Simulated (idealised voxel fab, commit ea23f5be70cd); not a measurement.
This section sets out a process module, namely voxel self aligned contacts.
In the cross-section labelled cut, the width is 155 nm and each square cell is 5 nm.
A cross-section in this document is a grid of square cells, and it is written down as bands, the top band listed before the ones below it; a band is made up of one or more rows of cells.
A band entry consists of two parts. The first gives the height of the band's top and the height of its bottom, in nm. The rest lists the band's materials from left to right, each with its width in nm. A single material labelled with the word "full width" fills the band from edge to edge, and the word "air" marks empty space.
Ref level 0: as-received wafer is one material below here. Bottom band extends down with no lower bound ("0..down").
Width spec "30->40" -> top row of cells at first value, bottom row at second value, equal per-row change in between.
"everything unchanged", as given for a step, is the statement that not any cell of the cross-section underwent a change during that step.
"Closed empty spaces": sealed empty spaces, 8 cells or more, no open way to top, listed width x height at distance, with distance from the left edge and width, height and distance in nm.
On each step's line, the part that comes after the settings is the simulator's own comment on the step.
On any step carrying a mask, the "overlay nm" setting, if present on the step's line, tells how far right of its planned place the mask lay; negative values point to the left.
Guide to the pairs. Each holds a before and an after cross-section around one process step; the after cross-section is cut off at the lowest band that changed. Look under the pair for the step between them and its settings. Pairs can come from different runs of this module on the same starting wafer, so a pair follows on from the one above it only where its entry headed "Pre-processing view" says it does.

-- Pre-processing view
70..65 = TiN: 60 / air: 30 / TiN: 65
65..55 = SiO2: 55 / TiN: 5->15 / air: 30->10 / TiN: 5->15 / SiO2: 60
55..30 = SiO2: 20 / SiN: 45 / TiN: 5 / air: 10 / TiN: 5 / SiN: 45 / SiO2: 25
30..0 = SiO2: 20 / SiN: 10 / polySi: 25 / SiN: 10 / TiN: 5 / air: 10 / TiN: 5 / SiN: 10 / polySi: 25 / SiN: 10 / SiO2: 25
0..-5 = SiO2: 65 / TiN: 20 / SiO2: 70
-5..down = Si full width
Closed empty spaces: none

-- State After Step
75..70 = W full width
70..65 = TiN: 60 / W: 30 / TiN: 65
65..55 = SiO2: 55 / TiN: 5->15 / W: 30->10 / TiN: 5->15 / SiO2: 60
55..30 = SiO2: 20 / SiN: 45 / TiN: 5 / W: 10 / TiN: 5 / SiN: 45 / SiO2: 25
30..0 = SiO2: 20 / SiN: 10 / polySi: 25 / SiN: 10 / TiN: 5 / W: 10 / TiN: 5 / SiN: 10 / polySi: 25 / SiN: 10 / SiO2: 25
For the remainder of the cross-section, below 0, there is no change.
Closed empty spaces: none
Step applied between the pre-step and post-step cross-sections shown above: FILL_DEP: material W, thk nm 5

Pre-processing view: This step starts from the configuration shown after the step in the pair immediately above.

-- State After Step
65..55 = SiO2: 55 / TiN: 5->15 / W: 30->10 / TiN: 5->15 / SiO2: 60
For the remainder of the cross-section, below 55, there is no change.
Closed empty spaces: none
Step applied between the pre-step and post-step cross-sections shown above: CMP: height nm 65

Pre-processing view: This step starts from the configuration shown after the step in the pair immediately above.

-- State After Step
70..65 = SiN full width
For the remainder of the cross-section, below 65, there is no change.
Closed empty spaces: none
Step applied between the pre-step and post-step cross-sections shown above: CONFORMAL_DEP: material SiN, thk nm 5

-- Pre-processing view
55..30 = SiN full width
30..0 = polySi full width
0..-5 = SiO2 full width
-5..down = Si full width
Closed empty spaces: none

-- State After Step
75..55 = air: 20 / resist: 25 / air: 40 / resist: 25 / air: 45
For the remainder of the cross-section, below 55, there is no change.
Closed empty spaces: none
Step applied between the pre-step and post-step cross-sections shown above: PATTERN: tone cover, mask id GATE, material resist, width nm 25, pitch nm 65, thk nm 20, overlay nm -10

Pre-processing view: This step starts from the configuration shown after the step in the pair immediately above.

-- State After Step
75..55 = air: 20 / resist: 25 / air: 40 / resist: 25 / air: 45
55..30 = air: 20 / SiN: 25 / air: 40 / SiN: 25 / air: 45
For the remainder of the cross-section, below 30, there is no change.
Closed empty spaces: none
Step applied between the pre-step and post-step cross-sections shown above: DIRECTIONAL_ETCH: etch materials SiN, depth nm 25

Pre-processing view: This step starts from the configuration shown after the step in the pair immediately above.

-- State After Step
75..55 = air: 20 / resist: 25 / air: 40 / resist: 25 / air: 45
55..30 = air: 20 / SiN: 25 / air: 40 / SiN: 25 / air: 45
30..0 = air: 20 / polySi: 25 / air: 40 / polySi: 25 / air: 45
For the remainder of the cross-section, below 0, there is no change.
Closed empty spaces: none
Step applied between the pre-step and post-step cross-sections shown above: DIRECTIONAL_ETCH: etch materials polySi, depth nm 30

Pre-processing view: This step starts from the configuration shown after the step in the pair immediately above.

-- State After Step
55..30 = air: 20 / SiN: 25 / air: 40 / SiN: 25 / air: 45
For the remainder of the cross-section, below 30, there is no change.
Closed empty spaces: none
Step applied between the pre-step and post-step cross-sections shown above: STRIP: etch materials resist

Pre-processing view: This step starts from the configuration shown after the step in the pair immediately above.

-- State After Step
65..30 = air: 10 / SiN: 45 / air: 20 / SiN: 45 / air: 35
30..10 = air: 10 / SiN: 10 / polySi: 25 / SiN: 10 / air: 20 / SiN: 10 / polySi: 25 / SiN: 10 / air: 35
10..0 = SiN: 20 / polySi: 25 / SiN: 40 / polySi: 25 / SiN: 45
For the remainder of the cross-section, below 0, there is no change.
Closed empty spaces: none
Step applied between the pre-step and post-step cross-sections shown above: CONFORMAL_DEP: material SiN, thk nm 10

Pre-processing view: This step starts from the configuration shown after the step in the pair immediately above.

-- State After Step
55..30 = air: 10 / SiN: 45 / air: 20 / SiN: 45 / air: 35
30..0 = air: 10 / SiN: 10 / polySi: 25 / SiN: 10 / air: 20 / SiN: 10 / polySi: 25 / SiN: 10 / air: 35
For the remainder of the cross-section, below 0, there is no change.
Closed empty spaces: none
Step applied between the pre-step and post-step cross-sections shown above: DIRECTIONAL_ETCH: etch materials SiN, depth nm 10

Pre-processing view: This step starts from the configuration shown after the step in the pair immediately above.

-- State After Step
75..55 = SiO2 full width
55..30 = SiO2: 10 / SiN: 45 / SiO2: 20 / SiN: 45 / SiO2: 35
30..0 = SiO2: 10 / SiN: 10 / polySi: 25 / SiN: 10 / SiO2: 20 / SiN: 10 / polySi: 25 / SiN: 10 / SiO2: 35
For the remainder of the cross-section, below 0, there is no change.
Closed empty spaces: none
Step applied between the pre-step and post-step cross-sections shown above: FILL_DEP: material SiO2, thk nm 20

Pre-processing view: This step starts from the configuration shown after the step in the pair immediately above.

-- State After Step
65..55 = SiO2 full width
For the remainder of the cross-section, below 55, there is no change.
Closed empty spaces: none
Step applied between the pre-step and post-step cross-sections shown above: CMP: height nm 65

Pre-processing view: This step starts from the configuration shown after the step in the pair immediately above.

-- State After Step
85..65 = resist: 50 / air: 50 / resist: 55
For the remainder of the cross-section, below 65, there is no change.
Closed empty spaces: none
Step applied between the pre-step and post-step cross-sections shown above: PATTERN: tone open, mask id CONTACT, material resist, width nm 50, thk nm 20, overlay nm 0

Pre-processing view: This step starts from the configuration shown after the step in the pair immediately above.

-- State After Step
85..65 = resist: 50 / air: 50 / resist: 55
65..55 = SiO2: 50 / air: 50 / SiO2: 55
55..30 = SiO2: 10 / SiN: 45 / air: 20 / SiN: 45 / SiO2: 35
30..0 = SiO2: 10 / SiN: 10 / polySi: 25 / SiN: 10 / air: 20 / SiN: 10 / polySi: 25 / SiN: 10 / SiO2: 35
0..-5 = SiO2: 55 / air: 20 / SiO2: 80
For the remainder of the cross-section, below -5, there is no change.
Closed empty spaces: none
Step applied between the pre-step and post-step cross-sections shown above: DIRECTIONAL_ETCH: etch materials SiO2, depth nm 70

Pre-processing view: This step starts from the configuration shown after the step in the pair immediately above.

-- State After Step
65..55 = SiO2: 50 / air: 50 / SiO2: 55
For the remainder of the cross-section, below 55, there is no change.
Closed empty spaces: none
Step applied between the pre-step and post-step cross-sections shown above: STRIP: etch materials resist

Pre-processing view: This step starts from the configuration shown after the step in the pair immediately above.

-- State After Step
70..65 = TiN: 55 / air: 40 / TiN: 60
65..55 = SiO2: 50 / TiN: 5->10 / air: 40->10 / TiN: 5->30 / SiO2: 55
55..30 = SiO2: 10 / SiN: 45 / TiN: 5 / air: 10 / TiN: 5 / SiN: 45 / SiO2: 35
30..0 = SiO2: 10 / SiN: 10 / polySi: 25 / SiN: 10 / TiN: 5 / air: 10 / TiN: 5 / SiN: 10 / polySi: 25 / SiN: 10 / SiO2: 35
0..-5 = SiO2: 55 / TiN: 20 / SiO2: 80
For the remainder of the cross-section, below -5, there is no change.
Closed empty spaces: none
Step applied between the pre-step and post-step cross-sections shown above: CONFORMAL_DEP: material TiN, thk nm 5

Pre-processing view: This step starts from the configuration shown after the step in the pair immediately above.

-- State After Step
75..70 = W full width
70..65 = TiN: 55 / W: 40 / TiN: 60
65..55 = SiO2: 50 / TiN: 5->10 / W: 40->10 / TiN: 5->30 / SiO2: 55
55..30 = SiO2: 10 / SiN: 45 / TiN: 5 / W: 10 / TiN: 5 / SiN: 45 / SiO2: 35
30..0 = SiO2: 10 / SiN: 10 / polySi: 25 / SiN: 10 / TiN: 5 / W: 10 / TiN: 5 / SiN: 10 / polySi: 25 / SiN: 10 / SiO2: 35
For the remainder of the cross-section, below 0, there is no change.
Closed empty spaces: none
Step applied between the pre-step and post-step cross-sections shown above: FILL_DEP: material W, thk nm 5

Pre-processing view: This step starts from the configuration shown after the step in the pair immediately above.

-- State After Step
65..55 = SiO2: 50 / TiN: 5->10 / W: 40->10 / TiN: 5->30 / SiO2: 55
For the remainder of the cross-section, below 55, there is no change.
Closed empty spaces: none
Step applied between the pre-step and post-step cross-sections shown above: CMP: height nm 65

Pre-processing view: This step starts from the configuration shown after the step in the pair immediately above.

-- State After Step
70..65 = SiN full width
For the remainder of the cross-section, below 65, there is no change.
Closed empty spaces: none
Step applied between the pre-step and post-step cross-sections shown above: CONFORMAL_DEP: material SiN, thk nm 5

-- Pre-processing view
0..-5 = SiO2 full width
-5..down = Si full width
Closed empty spaces: none

-- State After Step
30..0 = SiN full width
For the remainder of the cross-section, below 0, there is no change.
Closed empty spaces: none
Step applied between the pre-step and post-step cross-sections shown above: DIRECTIONAL_DEP: material SiN, thk nm 30

Pre-processing view: This step starts from the configuration shown after the step in the pair immediately above.

-- State After Step
55..0 = SiN full width
For the remainder of the cross-section, below 0, there is no change.
Closed empty spaces: none
Step applied between the pre-step and post-step cross-sections shown above: DIRECTIONAL_DEP: material SiN, thk nm 25

Pre-processing view: This step starts from the configuration shown after the step in the pair immediately above.

-- State After Step
75..55 = air: 30 / resist: 25 / air: 40 / resist: 25 / air: 35
For the remainder of the cross-section, below 55, there is no change.
Closed empty spaces: none
Step applied between the pre-step and post-step cross-sections shown above: PATTERN: tone cover, mask id GATE, material resist, width nm 25, pitch nm 65, thk nm 20, overlay nm 0

Pre-processing view: This step starts from the configuration shown after the step in the pair immediately above.

-- State After Step
75..55 = air: 30 / resist: 25 / air: 40 / resist: 25 / air: 35
55..30 = air: 30 / SiN: 25 / air: 40 / SiN: 25 / air: 35
For the remainder of the cross-section, below 30, there is no change.
Closed empty spaces: none
Step applied between the pre-step and post-step cross-sections shown above: DIRECTIONAL_ETCH: etch materials SiN, depth nm 25

Pre-processing view: This step starts from the configuration shown after the step in the pair immediately above.

-- State After Step
55..30 = air: 30 / SiN: 25 / air: 40 / SiN: 25 / air: 35
For the remainder of the cross-section, below 30, there is no change.
Closed empty spaces: none
Step applied between the pre-step and post-step cross-sections shown above: STRIP: etch materials resist

Pre-processing view: This step starts from the configuration shown after the step in the pair immediately above.

-- State After Step
65..40 = air: 20 / SiN: 45 / air: 20 / SiN: 45 / air: 25
40..0 = SiN full width
For the remainder of the cross-section, below 0, there is no change.
Closed empty spaces: none
Step applied between the pre-step and post-step cross-sections shown above: CONFORMAL_DEP: material SiN, thk nm 10

Pre-processing view: This step starts from the configuration shown after the step in the pair immediately above.

-- State After Step
55..30 = air: 20 / SiN: 45 / air: 20 / SiN: 45 / air: 25
For the remainder of the cross-section, below 30, there is no change.
Closed empty spaces: none
Step applied between the pre-step and post-step cross-sections shown above: DIRECTIONAL_ETCH: etch materials SiN, depth nm 10

Pre-processing view: This step starts from the configuration shown after the step in the pair immediately above.

-- State After Step
75..55 = SiO2 full width
55..30 = SiO2: 20 / SiN: 45 / SiO2: 20 / SiN: 45 / SiO2: 25
For the remainder of the cross-section, below 30, there is no change.
Closed empty spaces: none
Step applied between the pre-step and post-step cross-sections shown above: FILL_DEP: material SiO2, thk nm 20

Pre-processing view: This step starts from the configuration shown after the step in the pair immediately above.

-- State After Step
65..55 = SiO2 full width
For the remainder of the cross-section, below 55, there is no change.
Closed empty spaces: none
Step applied between the pre-step and post-step cross-sections shown above: CMP: height nm 65

Pre-processing view: This step starts from the configuration shown after the step in the pair immediately above.

-- State After Step
85..65 = resist: 50 / air: 50 / resist: 55
For the remainder of the cross-section, below 65, there is no change.
Closed empty spaces: none
Step applied between the pre-step and post-step cross-sections shown above: PATTERN: tone open, mask id CONTACT, material resist, width nm 50, thk nm 20, overlay nm 0

Pre-processing view: This step starts from the configuration shown after the step in the pair immediately above.

-- State After Step
85..65 = resist: 50 / air: 50 / resist: 55
65..55 = SiO2: 50 / air: 50 / SiO2: 55
55..30 = SiO2: 20 / SiN: 45 / air: 20 / SiN: 45 / SiO2: 25
For the remainder of the cross-section, below 30, there is no change.
Closed empty spaces: none
Step applied between the pre-step and post-step cross-sections shown above: DIRECTIONAL_ETCH: etch materials SiO2, depth nm 70

Pre-processing view: This step starts from the configuration shown after the step in the pair immediately above.

-- State After Step
65..55 = SiO2: 50 / air: 50 / SiO2: 55
For the remainder of the cross-section, below 55, there is no change.
Closed empty spaces: none
Step applied between the pre-step and post-step cross-sections shown above: STRIP: etch materials resist

Pre-processing view: This step starts from the configuration shown after the step in the pair immediately above.

-- State After Step
70..65 = TiN: 55 / air: 40 / TiN: 60
65..55 = SiO2: 50 / TiN: 5->20 / air: 40->10 / TiN: 5->20 / SiO2: 55
55..35 = SiO2: 20 / SiN: 45 / TiN: 5 / air: 10 / TiN: 5 / SiN: 45 / SiO2: 25
35..30 = SiO2: 20 / SiN: 45 / TiN: 20 / SiN: 45 / SiO2: 25
For the remainder of the cross-section, below 30, there is no change.
Closed empty spaces: none
Step applied between the pre-step and post-step cross-sections shown above: CONFORMAL_DEP: material TiN, thk nm 5

Pre-processing view: This step starts from the configuration shown after the step in the pair immediately above.

-- State After Step
75..70 = W full width
70..65 = TiN: 55 / W: 40 / TiN: 60
65..55 = SiO2: 50 / TiN: 5->20 / W: 40->10 / TiN: 5->20 / SiO2: 55
55..35 = SiO2: 20 / SiN: 45 / TiN: 5 / W: 10 / TiN: 5 / SiN: 45 / SiO2: 25
For the remainder of the cross-section, below 35, there is no change.
Closed empty spaces: none
Step applied between the pre-step and post-step cross-sections shown above: FILL_DEP: material W, thk nm 5

Pre-processing view: This step starts from the configuration shown after the step in the pair immediately above.

-- State After Step
65..55 = SiO2: 50 / TiN: 5->20 / W: 40->10 / TiN: 5->20 / SiO2: 55
For the remainder of the cross-section, below 55, there is no change.
Closed empty spaces: none
Step applied between the pre-step and post-step cross-sections shown above: CMP: height nm 65

Pre-processing view: This step starts from the configuration shown after the step in the pair immediately above.

-- State After Step
70..65 = SiN full width
For the remainder of the cross-section, below 65, there is no change.
Closed empty spaces: none
Step applied between the pre-step and post-step cross-sections shown above: CONFORMAL_DEP: material SiN, thk nm 5

-- Pre-processing view
65..55 = SiO2 full width
55..30 = SiO2: 20 / SiN: 45 / SiO2: 20 / SiN: 45 / SiO2: 25
30..0 = SiO2: 20 / SiN: 10 / polySi: 25 / SiN: 10 / SiO2: 20 / SiN: 10 / polySi: 25 / SiN: 10 / SiO2: 25
0..-5 = SiO2 full width
-5..down = Si full width
Closed empty spaces: none

-- State After Step
85..65 = air: 50 / resist: 50 / air: 55
For the remainder of the cross-section, below 65, there is no change.
Closed empty spaces: none
Step applied between the pre-step and post-step cross-sections shown above: PATTERN: tone cover, mask id CONTACT, material resist, width nm 50, thk nm 20, overlay nm 0

Pre-processing view: This step starts from the configuration shown after the step in the pair immediately above.

-- State After Step
85..65 = air: 50 / resist: 50 / air: 55
65..55 = air: 50 / SiO2: 50 / air: 55
55..30 = air: 20 / SiN: 45 / SiO2: 20 / SiN: 45 / air: 25
30..0 = air: 20 / SiN: 10 / polySi: 25 / SiN: 10 / SiO2: 20 / SiN: 10 / polySi: 25 / SiN: 10 / air: 25
0..-5 = air: 20 / SiO2: 110 / air: 25
For the remainder of the cross-section, below -5, there is no change.
Closed empty spaces: none
Step applied between the pre-step and post-step cross-sections shown above: DIRECTIONAL_ETCH: etch materials SiO2, depth nm 70

Pre-processing view: This step starts from the configuration shown after the step in the pair immediately above.

-- State After Step
65..55 = air: 50 / SiO2: 50 / air: 55
For the remainder of the cross-section, below 55, there is no change.
Closed empty spaces: none
Step applied between the pre-step and post-step cross-sections shown above: STRIP: etch materials resist

Pre-processing view: This step starts from the configuration shown after the step in the pair immediately above.

-- State After Step
70..65 = air: 45 / TiN: 60 / air: 50
65..55 = air: 45->15 / TiN: 5->35 / SiO2: 50 / TiN: 5->35 / air: 50->20
55..30 = air: 15 / TiN: 5 / SiN: 45 / SiO2: 20 / SiN: 45 / TiN: 5 / air: 20
30..0 = air: 15 / TiN: 5 / SiN: 10 / polySi: 25 / SiN: 10 / SiO2: 20 / SiN: 10 / polySi: 25 / SiN: 10 / TiN: 5 / air: 20
0..-5 = TiN: 20 / SiO2: 110 / TiN: 25
For the remainder of the cross-section, below -5, there is no change.
Closed empty spaces: none
Step applied between the pre-step and post-step cross-sections shown above: CONFORMAL_DEP: material TiN, thk nm 5

Pre-processing view: This step starts from the configuration shown after the step in the pair immediately above.

-- State After Step
75..70 = W full width
70..65 = W: 45 / TiN: 60 / W: 50
65..55 = W: 45->15 / TiN: 5->35 / SiO2: 50 / TiN: 5->35 / W: 50->20
55..30 = W: 15 / TiN: 5 / SiN: 45 / SiO2: 20 / SiN: 45 / TiN: 5 / W: 20
30..0 = W: 15 / TiN: 5 / SiN: 10 / polySi: 25 / SiN: 10 / SiO2: 20 / SiN: 10 / polySi: 25 / SiN: 10 / TiN: 5 / W: 20
For the remainder of the cross-section, below 0, there is no change.
Closed empty spaces: none
Step applied between the pre-step and post-step cross-sections shown above: FILL_DEP: material W, thk nm 5

Pre-processing view: This step starts from the configuration shown after the step in the pair immediately above.

-- State After Step
65..55 = W: 45->15 / TiN: 5->35 / SiO2: 50 / TiN: 5->35 / W: 50->20
For the remainder of the cross-section, below 55, there is no change.
Closed empty spaces: none
Step applied between the pre-step and post-step cross-sections shown above: CMP: height nm 65

Pre-processing view: This step starts from the configuration shown after the step in the pair immediately above.

-- State After Step
70..65 = SiN full width
For the remainder of the cross-section, below 65, there is no change.
Closed empty spaces: none
Step applied between the pre-step and post-step cross-sections shown above: CONFORMAL_DEP: material SiN, thk nm 5
